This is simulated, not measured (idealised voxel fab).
Module name: voxel capacitor over wiring (process module)
Section shown: cut. Width: 215 nm. Cell size: 5 nm, square.
Notation: cross-section as square-cell grid; stated in bands, top first, going down; one or more cell rows per band.
The band entry comprises the height of the band's top followed by the height of its bottom, expressed in nm, and subsequently the band's materials from left to right, each stated together with its width in nm. Where a single material is marked with the word "full width", that material fills the band from edge to edge. The word "air" represents empty space.
Heights are expressed relative to 0, this being the level below which the as-received wafer comprises one material exclusively. The lowest band is unbounded in the downward direction and is denoted as in "0..down".
With a width like "30->40", each row of cells in the band differs from the next by the same amount, the top row carrying the first number and the bottom row the second.
The cross-section has no changed cell in any step marked "nothing was modified".
What "Tabulated closed voids" gives you is every empty space of 8 cells or more that is cut off from the top. Each appears as width x height at distance, with the distance taken from the left edge and width, height and distance all in nm.
On each step's line, the part that comes after the settings is the simulator's own comment on the step.
overlay nm: right-of-plan distance of the mask on a masked step; negative values mean left-of-plan.

THIS SECTION LISTS THE PROCESS STEPS THAT WERE PLANNED
1: op RECEIVE | material Si
2: op CONFORMAL_DEP | material SiO2 | thk nm 15
3: op DIRECTIONAL_DEP | material TiN | thk nm 5
4: op DIRECTIONAL_DEP | material W | thk nm 20
5: op MASKED_ETCH | tone cover | mask id METAL_1 | width nm 20 | pitch nm 90 | etch materials W | depth nm 20 | overlay nm 0
6: op MASKED_ETCH | tone cover | mask id METAL_1 | width nm 20 | pitch nm 90 | etch materials TiN | depth nm 5 | overlay nm 0
7: op FILL_DEP | material SiO2 | thk nm 10
8: op CMP | height nm 40
9: op CONFORMAL_DEP | material SiCN | thk nm 5
10: op DIRECTIONAL_DEP | material SiO2 | thk nm 15
11: op MASKED_ETCH | tone open | mask id PLUG_1 | width nm 15 | etch materials SiO2 | depth nm 15 | overlay nm 0
12: op MASKED_ETCH | tone open | mask id PLUG_1 | width nm 15 | etch materials SiCN | depth nm 5 | overlay nm 0
13: op CONFORMAL_DEP | material TiN | thk nm 5
14: op FILL_DEP | material Ru | thk nm 5
15: op CMP | height nm 60
16: op DIRECTIONAL_DEP | material TiN | thk nm 5
17: op DIRECTIONAL_DEP | material HfO2 | thk nm 5
18: op DIRECTIONAL_DEP | material TiN | thk nm 5
19: op PATTERN | tone cover | mask id UPPER_PLATE | material resist | width nm 75 | thk nm 20 | overlay nm 0
20: op DIRECTIONAL_ETCH | etch materials TiN | depth nm 5
21: op DIRECTIONAL_ETCH | etch materials HfO2 | depth nm 5
22: op STRIP | etch materials resist
23: op MASKED_ETCH | tone cover | mask id LOWER_PLATE | width nm 85 | etch materials TiN | depth nm 5 | overlay nm 0
24: op FILL_DEP | material SiO2 | thk nm 15
25: op CMP | height nm 85
26: op MASKED_ETCH | tone open | mask id PLUG_2 | width nm 15 | etch materials SiO2 | depth nm 10 | overlay nm 0
27: op CONFORMAL_DEP | material TiN | thk nm 5
28: op FILL_DEP | material W | thk nm 10
29: op CMP | height nm 85
30: op CONFORMAL_DEP | material SiN | thk nm 5

ON THE FIRST OF THE TWO WAFERS: RUN CONDUCTED ACCORDING TO PLAN

INCOMING WAFER, CROSS-SECTIONAL VIEW, POST STEP 1
  0..down  Si full width
  Tabulated closed voids: none

YOU'RE LOOKING AT A CROSS-SECTION OF THE WAFER AFTER STEP 2
  15..0  SiO2 full width
  Under 0: no change, same as before.

YOU'RE LOOKING AT A CROSS-SECTION OF THE WAFER AFTER STEP 3
  20..15  TiN full width
  Under 15: no change, same as before.

YOU'RE LOOKING AT A CROSS-SECTION OF THE WAFER AFTER STEP 4
  40..20  W full width
  Under 20: no change, same as before.

YOU'RE LOOKING AT A CROSS-SECTION OF THE WAFER AFTER STEP 5
  40..20  50 air / 20 W / 70 air / 20 W / 55 air
  Under 20: no change, same as before.

YOU'RE LOOKING AT A CROSS-SECTION OF THE WAFER AFTER STEP 6
  40..20  50 air / 20 W / 70 air / 20 W / 55 air
  20..15  50 air / 20 TiN / 70 air / 20 TiN / 55 air
  Under 15: no change, same as before.

YOU'RE LOOKING AT A CROSS-SECTION OF THE WAFER AFTER STEP 7
  50..40  SiO2 full width
  40..20  50 SiO2 / 20 W / 70 SiO2 / 20 W / 55 SiO2
  20..15  50 SiO2 / 20 TiN / 70 SiO2 / 20 TiN / 55 SiO2
  Under 15: no change, same as before.

YOU'RE LOOKING AT A CROSS-SECTION OF THE WAFER AFTER STEP 8
  40..20  50 SiO2 / 20 W / 70 SiO2 / 20 W / 55 SiO2
  Under 20: no change, same as before.

YOU'RE LOOKING AT A CROSS-SECTION OF THE WAFER AFTER STEP 9
  45..40  SiCN full width
  Under 40: no change, same as before.

YOU'RE LOOKING AT A CROSS-SECTION OF THE WAFER AFTER STEP 10
  60..45  SiO2 full width
  Under 45: no change, same as before.

YOU'RE LOOKING AT A CROSS-SECTION OF THE WAFER AFTER STEP 11
  60..45  55 SiO2 / 15 air / 145 SiO2
  Under 45: no change, same as before.

YOU'RE LOOKING AT A CROSS-SECTION OF THE WAFER AFTER STEP 12
  60..45  55 SiO2 / 15 air / 145 SiO2
  45..40  55 SiCN / 15 air / 145 SiCN
  Under 40: no change, same as before.

YOU'RE LOOKING AT A CROSS-SECTION OF THE WAFER AFTER STEP 13
  65..60  60 TiN / 5 air / 150 TiN
  60..45  55 SiO2 / 5 TiN / 5 air / 5 TiN / 145 SiO2
  45..40  55 SiCN / 15 TiN / 145 SiCN
  Under 40: no change, same as before.

YOU'RE LOOKING AT A CROSS-SECTION OF THE WAFER AFTER STEP 14
  70..65  Ru full width
  65..60  60 TiN / 5 Ru / 150 TiN
  60..45  55 SiO2 / 5 TiN / 5 Ru / 5 TiN / 145 SiO2
  Under 45: no change, same as before.

YOU'RE LOOKING AT A CROSS-SECTION OF THE WAFER AFTER STEP 15
  60..45  55 SiO2 / 5 TiN / 5 Ru / 5 TiN / 145 SiO2
  Under 45: no change, same as before.

YOU'RE LOOKING AT A CROSS-SECTION OF THE WAFER AFTER STEP 16
  65..60  TiN full width
  Under 60: no change, same as before.

YOU'RE LOOKING AT A CROSS-SECTION OF THE WAFER AFTER STEP 17
  70..65  HfO2 full width
  Under 65: no change, same as before.

YOU'RE LOOKING AT A CROSS-SECTION OF THE WAFER AFTER STEP 18
  75..70  TiN full width
  Under 70: no change, same as before.

YOU'RE LOOKING AT A CROSS-SECTION OF THE WAFER AFTER STEP 19
  95..75  55 air / 75 resist / 85 air
  Under 75: no change, same as before.

YOU'RE LOOKING AT A CROSS-SECTION OF THE WAFER AFTER STEP 20
  95..75  55 air / 75 resist / 85 air
  75..70  55 air / 75 TiN / 85 air
  Under 70: no change, same as before.

YOU'RE LOOKING AT A CROSS-SECTION OF THE WAFER AFTER STEP 21
  95..75  55 air / 75 resist / 85 air
  75..70  55 air / 75 TiN / 85 air
  70..65  55 air / 75 HfO2 / 85 air
  Under 65: no change, same as before.

YOU'RE LOOKING AT A CROSS-SECTION OF THE WAFER AFTER STEP 22
  75..70  55 air / 75 TiN / 85 air
  Under 70: no change, same as before.

YOU'RE LOOKING AT A CROSS-SECTION OF THE WAFER AFTER STEP 23
  75..70  55 air / 75 TiN / 85 air
  70..65  55 air / 75 HfO2 / 85 air
  65..60  50 air / 85 TiN / 80 air
  Under 60: no change, same as before.

YOU'RE LOOKING AT A CROSS-SECTION OF THE WAFER AFTER STEP 24
  90..75  SiO2 full width
  75..70  55 SiO2 / 75 TiN / 85 SiO2
  70..65  55 SiO2 / 75 HfO2 / 85 SiO2
  65..60  50 SiO2 / 85 TiN / 80 SiO2
  Under 60: no change, same as before.

YOU'RE LOOKING AT A CROSS-SECTION OF THE WAFER AFTER STEP 25
  85..75  SiO2 full width
  Under 75: no change, same as before.

YOU'RE LOOKING AT A CROSS-SECTION OF THE WAFER AFTER STEP 26
  85..75  65 SiO2 / 15 air / 135 SiO2
  Under 75: no change, same as before.

YOU'RE LOOKING AT A CROSS-SECTION OF THE WAFER AFTER STEP 27
  90..85  70 TiN / 5 air / 140 TiN
  85..80  65 SiO2 / 5 TiN / 5 air / 5 TiN / 135 SiO2
  80..70  65->55 SiO2 / 15->75 TiN / 135->85 SiO2
  Under 70: no change, same as before.

YOU'RE LOOKING AT A CROSS-SECTION OF THE WAFER AFTER STEP 28
  100..90  W full width
  90..85  70 TiN / 5 W / 140 TiN
  85..80  65 SiO2 / 5 TiN / 5 W / 5 TiN / 135 SiO2
  Under 80: no change, same as before.

YOU'RE LOOKING AT A CROSS-SECTION OF THE WAFER AFTER STEP 29
  85..80  65 SiO2 / 5 TiN / 5 W / 5 TiN / 135 SiO2
  Under 80: no change, same as before.

YOU'RE LOOKING AT A CROSS-SECTION OF THE WAFER AFTER STEP 30
  90..85  SiN full width
  Under 85: no change, same as before.

THE SECOND WAFER BEGAN EXACTLY AS THE FIRST DID AND FOLLOWED THE SAME PLAN, BUT ONE MISTAKE WAS MADE WHILE RUNNING IT; THROUGH STEP 8 INCLUSIVE, THE TWO WAFERS ARE IDENTICAL

SECOND WAFER CROSS-SECTION, TAKEN AS OF THE TIME THE PLAN SETS FOR STEP 9 TO BE DONE
  55..40  SiO2 full width
  Under 40: no change, same as before.

SECOND WAFER CROSS-SECTION, TAKEN AS OF THE TIME THE PLAN SETS FOR STEP 10 TO BE DONE
  60..55  SiCN full width
  Under 55: no change, same as before.

Second wafer cross-section, taken as of the time the plan sets for step 11 to be done: nothing was modified

SECOND WAFER CROSS-SECTION, TAKEN AS OF THE TIME THE PLAN SETS FOR STEP 12 TO BE DONE
  60..55  55 SiCN / 15 air / 145 SiCN
  Under 55: no change, same as before.

SECOND WAFER CROSS-SECTION, TAKEN AS OF THE TIME THE PLAN SETS FOR STEP 13 TO BE DONE
  65..60  60 TiN / 5 air / 150 TiN
  60..55  55 SiCN / 15 TiN / 145 SiCN
  Under 55: no change, same as before.

SECOND WAFER CROSS-SECTION, TAKEN AS OF THE TIME THE PLAN SETS FOR STEP 14 TO BE DONE
  70..65  Ru full width
  65..60  60 TiN / 5 Ru / 150 TiN
  Under 60: no change, same as before.

SECOND WAFER CROSS-SECTION, TAKEN AS OF THE TIME THE PLAN SETS FOR STEP 15 TO BE DONE
  60..55  55 SiCN / 15 TiN / 145 SiCN
  Under 55: no change, same as before.

SECOND WAFER CROSS-SECTION, TAKEN AS OF THE TIME THE PLAN SETS FOR STEP 16 TO BE DONE
  65..60  TiN full width
  Under 60: no change, same as before.

SECOND WAFER CROSS-SECTION, TAKEN AS OF THE TIME THE PLAN SETS FOR STEP 17 TO BE DONE
  70..65  HfO2 full width
  Under 65: no change, same as before.

SECOND WAFER CROSS-SECTION, TAKEN AS OF THE TIME THE PLAN SETS FOR STEP 18 TO BE DONE
  75..70  TiN full width
  Under 70: no change, same as before.

SECOND WAFER CROSS-SECTION, TAKEN AS OF THE TIME THE PLAN SETS FOR STEP 19 TO BE DONE
  95..75  55 air / 75 resist / 85 air
  Under 75: no change, same as before.

SECOND WAFER CROSS-SECTION, TAKEN AS OF THE TIME THE PLAN SETS FOR STEP 20 TO BE DONE
  95..75  55 air / 75 resist / 85 air
  75..70  55 air / 75 TiN / 85 air
  Under 70: no change, same as before.

SECOND WAFER CROSS-SECTION, TAKEN AS OF THE TIME THE PLAN SETS FOR STEP 21 TO BE DONE
  95..75  55 air / 75 resist / 85 air
  75..70  55 air / 75 TiN / 85 air
  70..65  55 air / 75 HfO2 / 85 air
  Under 65: no change, same as before.

SECOND WAFER CROSS-SECTION, TAKEN AS OF THE TIME THE PLAN SETS FOR STEP 22 TO BE DONE
  75..70  55 air / 75 TiN / 85 air
  Under 70: no change, same as before.

SECOND WAFER CROSS-SECTION, TAKEN AS OF THE TIME THE PLAN SETS FOR STEP 23 TO BE DONE
  75..70  55 air / 75 TiN / 85 air
  70..65  55 air / 75 HfO2 / 85 air
  65..60  50 air / 85 TiN / 80 air
  Under 60: no change, same as before.

SECOND WAFER CROSS-SECTION, TAKEN AS OF THE TIME THE PLAN SETS FOR STEP 24 TO BE DONE
  90..75  SiO2 full width
  75..70  55 SiO2 / 75 TiN / 85 SiO2
  70..65  55 SiO2 / 75 HfO2 / 85 SiO2
  65..60  50 SiO2 / 85 TiN / 80 SiO2
  Under 60: no change, same as before.

SECOND WAFER CROSS-SECTION, TAKEN AS OF THE TIME THE PLAN SETS FOR STEP 25 TO BE DONE
  85..75  SiO2 full width
  Under 75: no change, same as before.

SECOND WAFER CROSS-SECTION, TAKEN AS OF THE TIME THE PLAN SETS FOR STEP 26 TO BE DONE
  85..75  65 SiO2 / 15 air / 135 SiO2
  Under 75: no change, same as before.

SECOND WAFER CROSS-SECTION, TAKEN AS OF THE TIME THE PLAN SETS FOR STEP 27 TO BE DONE
  90..85  70 TiN / 5 air / 140 TiN
  85..80  65 SiO2 / 5 TiN / 5 air / 5 TiN / 135 SiO2
  80..70  65->55 SiO2 / 15->75 TiN / 135->85 SiO2
  Under 70: no change, same as before.

SECOND WAFER CROSS-SECTION, TAKEN AS OF THE TIME THE PLAN SETS FOR STEP 28 TO BE DONE
  100..90  W full width
  90..85  70 TiN / 5 W / 140 TiN
  85..80  65 SiO2 / 5 TiN / 5 W / 5 TiN / 135 SiO2
  Under 80: no change, same as before.

SECOND WAFER CROSS-SECTION, TAKEN AS OF THE TIME THE PLAN SETS FOR STEP 29 TO BE DONE
  85..80  65 SiO2 / 5 TiN / 5 W / 5 TiN / 135 SiO2
  Under 80: no change, same as before.

SECOND WAFER CROSS-SECTION, TAKEN AS OF THE TIME THE PLAN SETS FOR STEP 30 TO BE DONE
  90..85  SiN full width
  Under 85: no change, same as before.
Finding, execution versus plan: ran 9 and 10 in swapped order versus the plan
Looking at both finished wafers in cells, the second ends up ahead of or behind the first on some materials: Ru: 3 fewer, SiO2: 9 more, TiN: 6 fewer
